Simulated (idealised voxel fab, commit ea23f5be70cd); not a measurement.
process module | voxel air gaps
cross-section cut | 235 nm wide | cells 5 nm
A cross-section is a grid of square cells, given in bands from the top down. A band is one or more rows of cells.
Each band's line starts with the height of the band's top and of its bottom, in nm. Then come its materials from left to right, each with its width in nm. One material with "throughout" fills the band from edge to edge. "air" is empty space.
Height 0 is the level under which the wafer as received is all one material. The lowest band goes on downwards, as in "0 down".
A width such as "30 to 40" changes by the same amount from each row of cells to the next, from the band's top row to its bottom row.
"no change" after a step means that no cell of the cross-section changed.
closed voids: empty space of 8 cells or more with no open way to the top, each as width x height at its distance from the left edge, in nm
after a step's settings: what the simulator itself notes on the step
overlay nm, on a step with a mask: how far to the right of its planned place the mask lay; to the left if negative
plan
1 op RECEIVE | material Si
2 op CONFORMAL_DEP | material SiO2 | thk nm 15
3 op CONFORMAL_DEP | material SiCN | thk nm 5
4 op DIRECTIONAL_DEP | material lowk | thk nm 30
5 op PATTERN | tone open | mask id LINES | material resist | width nm 20 | pitch nm 50 | thk nm 15 | overlay nm 0
6 op DIRECTIONAL_ETCH | etch materials lowk | depth nm 30
7 op STRIP | etch materials resist
8 op CONFORMAL_DEP | material TiN | thk nm 5
9 op FILL_DEP | material W | thk nm 5
10 op CMP | height nm 50
11 op EPI | material Ru | thk nm 10
12 op SELECTIVE_ETCH | etch materials lowk | depth nm 40
13 op CONFORMAL_DEP | material SiCN | thk nm 5
as received, after step 1
  0 down: Si throughout
  closed voids: none
a wafer at the end: this start, this plan, one mistake
  65 to 60: air 45 | SiCN 45 | air 5 | SiCN 45 | air 5 | SiCN 45 | air 45
  60 to 50: air 45 | SiCN 5 | Ru 35 | SiCN 5 | air 5 | SiCN 5 | Ru 35 | SiCN 5 | air 5 | SiCN 5 | Ru 35 | SiCN 5 | air 45
  50 to 45: air 45 | SiCN 15 | TiN 5 | W 5 | TiN 5 | SiCN 15 | air 5 | SiCN 15 | TiN 5 | W 5 | TiN 5 | SiCN 15 | air 5 | SiCN 15 | TiN 5 | W 5 | TiN 5 | SiCN 15 | air 45
  45 to 25: air 55 | SiCN 5 | TiN 5 | W 5 | TiN 5 | SiCN 5 | air 25 | SiCN 5 | TiN 5 | W 5 | TiN 5 | SiCN 5 | air 25 | SiCN 5 | TiN 5 | W 5 | TiN 5 | SiCN 5 | air 55
  25 to 20: SiCN 60 | TiN 15 | SiCN 35 | TiN 15 | SiCN 35 | TiN 15 | SiCN 60
  20 to 15: SiCN throughout
  15 to 0: SiO2 throughout
  0 down: Si throughout
  closed voids: none
what went wrong: step 5 ran as: op PATTERN | tone open | mask id LINES | material resist | width nm 15 | pitch nm 50 | thk nm 15 | overlay nm 0
